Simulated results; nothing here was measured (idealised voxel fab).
Process module under the name voxel wiring stack
Square cell edge 5 nm, section width 165 nm, ID cut.
In what follows, cross-sections appear as grids of square cells, described through bands that run from the top down, where every band is one or more rows of cells. Per band: top height and bottom height in nm, followed by the left-to-right materials and their widths in nm; "edge to edge" marks a single material spanning edge to edge, "air" marks empty space. It should be noted that heights are counted from 0, beneath which the wafer as supplied is of one material throughout, and that the lowest band possesses no lower boundary but continues downward, as written in "0 -> down". Width: "30->40" (first number = top row, second number = bottom row, same change from row to row of cells). Where a step carries "no modification", the cross-section came out of it unchanged, cell for cell. You'll see "Entrapped void list" listing empty spaces that have no way open to the top, as long as they're 8 cells or more; the notation is width x height at distance, where the distance is from the left edge, and all of it is in nm. That trailing text on a step's line, after the settings, is the simulator's own remark on the step. A step line may carry the setting "overlay nm", which, for steps involving a mask, states the distance by which the mask lay to the right of its intended position; negative values denote displacement to the left.

The planned process steps are enumerated hereunder
| 1 | RECEIVE,material Si |
| 2 | CONFORMAL_DEP,material SiO2,thk nm 10 |
| 3 | CONFORMAL_DEP,material SiCN,thk nm 5 |
| 4 | DIRECTIONAL_DEP,material lowk,thk nm 20 |
| 5 | MASKED_ETCH,tone open,mask id METAL_1,width nm 20,pitch nm 35,etch materials lowk,depth nm 20,overlay nm 0 |
| 6 | MASKED_ETCH,tone open,mask id METAL_1,width nm 20,pitch nm 35,etch materials SiCN,depth nm 5,overlay nm 0 |
| 7 | CONFORMAL_DEP,material TiN,thk nm 5 |
| 8 | FILL_DEP,material Ru,thk nm 10 |
| 9 | CMP,height nm 35 |
| 10 | CONFORMAL_DEP,material SiCN,thk nm 5 |
| 11 | DIRECTIONAL_DEP,material SiO2,thk nm 35 |
| 12 | MASKED_ETCH,tone open,mask id METAL_2,width nm 20,pitch nm 35,etch materials SiO2,depth nm 20,overlay nm 0 |
| 13 | MASKED_ETCH,tone open,mask id METAL_2_HOLES,width nm 15,pitch nm 70,etch materials SiO2,depth nm 15,overlay nm 0 |
| 14 | MASKED_ETCH,tone open,mask id METAL_2_HOLES,width nm 15,pitch nm 70,etch materials SiCN,depth nm 5,overlay nm 0 |
| 15 | CONFORMAL_DEP,material TiN,thk nm 5 |
| 16 | FILL_DEP,material Cu,thk nm 5 |
| 17 | CMP,height nm 75 |
| 18 | CONFORMAL_DEP,material SiCN,thk nm 5 |

First of two wafers, processed according to plan

Cross-section: wafer on arrival = after step 1
> 0 -> down = Si edge to edge
> Entrapped void list: none

Take a look at the wafer's cross-section after step 2
> 10 -> 0 = SiO2 edge to edge
> Note: structure below 0 unchanged.

Take a look at the wafer's cross-section after step 3
> 15 -> 10 = SiCN edge to edge
> Note: structure below 10 unchanged.

Take a look at the wafer's cross-section after step 4
> 35 -> 15 = lowk edge to edge
> Note: structure below 15 unchanged.

Take a look at the wafer's cross-section after step 5
> 35 -> 15 = 35 lowk, then 20 air, then 15 lowk, then 20 air, then 15 lowk, then 20 air, then 40 lowk
> Note: structure below 15 unchanged.

Take a look at the wafer's cross-section after step 6
> 35 -> 15 = 35 lowk, then 20 air, then 15 lowk, then 20 air, then 15 lowk, then 20 air, then 40 lowk
> 15 -> 10 = 35 SiCN, then 20 air, then 15 SiCN, then 20 air, then 15 SiCN, then 20 air, then 40 SiCN
> Note: structure below 10 unchanged.

Take a look at the wafer's cross-section after step 7
> 40 -> 35 = 40 TiN, then 10 air, then 25 TiN, then 10 air, then 25 TiN, then 10 air, then 45 TiN
> 35 -> 15 = 35 lowk, then 5 TiN, then 10 air, then 5 TiN, then 15 lowk, then 5 TiN, then 10 air, then 5 TiN, then 15 lowk, then 5 TiN, then 10 air, then 5 TiN, then 40 lowk
> 15 -> 10 = 35 SiCN, then 20 TiN, then 15 SiCN, then 20 TiN, then 15 SiCN, then 20 TiN, then 40 SiCN
> Note: structure below 10 unchanged.

Take a look at the wafer's cross-section after step 8
> 50 -> 40 = Ru edge to edge
> 40 -> 35 = 40 TiN, then 10 Ru, then 25 TiN, then 10 Ru, then 25 TiN, then 10 Ru, then 45 TiN
> 35 -> 15 = 35 lowk, then 5 TiN, then 10 Ru, then 5 TiN, then 15 lowk, then 5 TiN, then 10 Ru, then 5 TiN, then 15 lowk, then 5 TiN, then 10 Ru, then 5 TiN, then 40 lowk
> Note: structure below 15 unchanged.

Take a look at the wafer's cross-section after step 9
> 35 -> 15 = 35 lowk, then 5 TiN, then 10 Ru, then 5 TiN, then 15 lowk, then 5 TiN, then 10 Ru, then 5 TiN, then 15 lowk, then 5 TiN, then 10 Ru, then 5 TiN, then 40 lowk
> Note: structure below 15 unchanged.

Take a look at the wafer's cross-section after step 10
> 40 -> 35 = SiCN edge to edge
> Note: structure below 35 unchanged.

Take a look at the wafer's cross-section after step 11
> 75 -> 40 = SiO2 edge to edge
> Note: structure below 40 unchanged.

Take a look at the wafer's cross-section after step 12
> 75 -> 55 = 35 SiO2, then 20 air, then 15 SiO2, then 20 air, then 15 SiO2, then 20 air, then 40 SiO2
> Note: structure below 55 unchanged.

Take a look at the wafer's cross-section after step 13
> 75 -> 55 = 35 SiO2, then 20 air, then 15 SiO2, then 20 air, then 15 SiO2, then 20 air, then 40 SiO2
> 55 -> 40 = 35 SiO2, then 15 air, then 55 SiO2, then 15 air, then 45 SiO2
> Note: structure below 40 unchanged.

Take a look at the wafer's cross-section after step 14
> 75 -> 55 = 35 SiO2, then 20 air, then 15 SiO2, then 20 air, then 15 SiO2, then 20 air, then 40 SiO2
> 55 -> 40 = 35 SiO2, then 15 air, then 55 SiO2, then 15 air, then 45 SiO2
> 40 -> 35 = 35 SiCN, then 15 air, then 55 SiCN, then 15 air, then 45 SiCN
> Note: structure below 35 unchanged.

Take a look at the wafer's cross-section after step 15
> 80 -> 75 = 40 TiN, then 10 air, then 25 TiN, then 10 air, then 25 TiN, then 10 air, then 45 TiN
> 75 -> 60 = 35 SiO2, then 5 TiN, then 10 air, then 5 TiN, then 15 SiO2, then 5 TiN, then 10 air, then 5 TiN, then 15 SiO2, then 5 TiN, then 10 air, then 5 TiN, then 40 SiO2
> 60 -> 55 = 35 SiO2, then 5 TiN, then 5 air, then 10 TiN, then 15 SiO2, then 20 TiN, then 15 SiO2, then 5 TiN, then 5 air, then 10 TiN, then 40 SiO2
> 55 -> 40 = 35 SiO2, then 5 TiN, then 5 air, then 5 TiN, then 55 SiO2, then 5 TiN, then 5 air, then 5 TiN, then 45 SiO2
> 40 -> 35 = 35 SiCN, then 15 TiN, then 55 SiCN, then 15 TiN, then 45 SiCN
> Note: structure below 35 unchanged.

Take a look at the wafer's cross-section after step 16
> 85 -> 80 = Cu edge to edge
> 80 -> 75 = 40 TiN, then 10 Cu, then 25 TiN, then 10 Cu, then 25 TiN, then 10 Cu, then 45 TiN
> 75 -> 60 = 35 SiO2, then 5 TiN, then 10 Cu, then 5 TiN, then 15 SiO2, then 5 TiN, then 10 Cu, then 5 TiN, then 15 SiO2, then 5 TiN, then 10 Cu, then 5 TiN, then 40 SiO2
> 60 -> 55 = 35 SiO2, then 5 TiN, then 5 Cu, then 10 TiN, then 15 SiO2, then 20 TiN, then 15 SiO2, then 5 TiN, then 5 Cu, then 10 TiN, then 40 SiO2
> 55 -> 40 = 35 SiO2, then 5 TiN, then 5 Cu, then 5 TiN, then 55 SiO2, then 5 TiN, then 5 Cu, then 5 TiN, then 45 SiO2
> Note: structure below 40 unchanged.

Take a look at the wafer's cross-section after step 17
> 75 -> 60 = 35 SiO2, then 5 TiN, then 10 Cu, then 5 TiN, then 15 SiO2, then 5 TiN, then 10 Cu, then 5 TiN, then 15 SiO2, then 5 TiN, then 10 Cu, then 5 TiN, then 40 SiO2
> Note: structure below 60 unchanged.

Take a look at the wafer's cross-section after step 18
> 80 -> 75 = SiCN edge to edge
> Note: structure below 75 unchanged.

It is to be noted that the second wafer proceeded from the same initial state and according to the same plan as the first, although one mistake was committed in its execution; through step 9, inclusive, the two wafers share an identical history

Second wafer at the planned finish of step 10, seen in cross-section
> 70 -> 35 = SiO2 edge to edge
> Note: structure below 35 unchanged.

Second wafer at the planned finish of step 11, seen in cross-section
> 75 -> 70 = SiCN edge to edge
> Note: structure below 70 unchanged.

Second wafer at the planned finish of step 12, seen in cross-section: no modification

Second wafer at the planned finish of step 13, seen in cross-section: no modification

Second wafer at the planned finish of step 14, seen in cross-section
> 75 -> 70 = 35 SiCN, then 15 air, then 55 SiCN, then 15 air, then 45 SiCN
> Note: structure below 70 unchanged.

Second wafer at the planned finish of step 15, seen in cross-section
> 80 -> 75 = 40 TiN, then 5 air, then 65 TiN, then 5 air, then 50 TiN
> 75 -> 70 = 35 SiCN, then 15 TiN, then 55 SiCN, then 15 TiN, then 45 SiCN
> Note: structure below 70 unchanged.

Second wafer at the planned finish of step 16, seen in cross-section
> 85 -> 80 = Cu edge to edge
> 80 -> 75 = 40 TiN, then 5 Cu, then 65 TiN, then 5 Cu, then 50 TiN
> Note: structure below 75 unchanged.

Second wafer at the planned finish of step 17, seen in cross-section
> 75 -> 70 = 35 SiCN, then 15 TiN, then 55 SiCN, then 15 TiN, then 45 SiCN
> Note: structure below 70 unchanged.

Second wafer at the planned finish of step 18, seen in cross-section
> 80 -> 75 = SiCN edge to edge
> Note: structure below 75 unchanged.
Run error: contrary to the plan, steps 10 and 11 were processed in exchanged order
End check, counted in cells, second wafer has more or fewer of these materials than the first: -26 Cu, +66 SiO2, -40 TiN
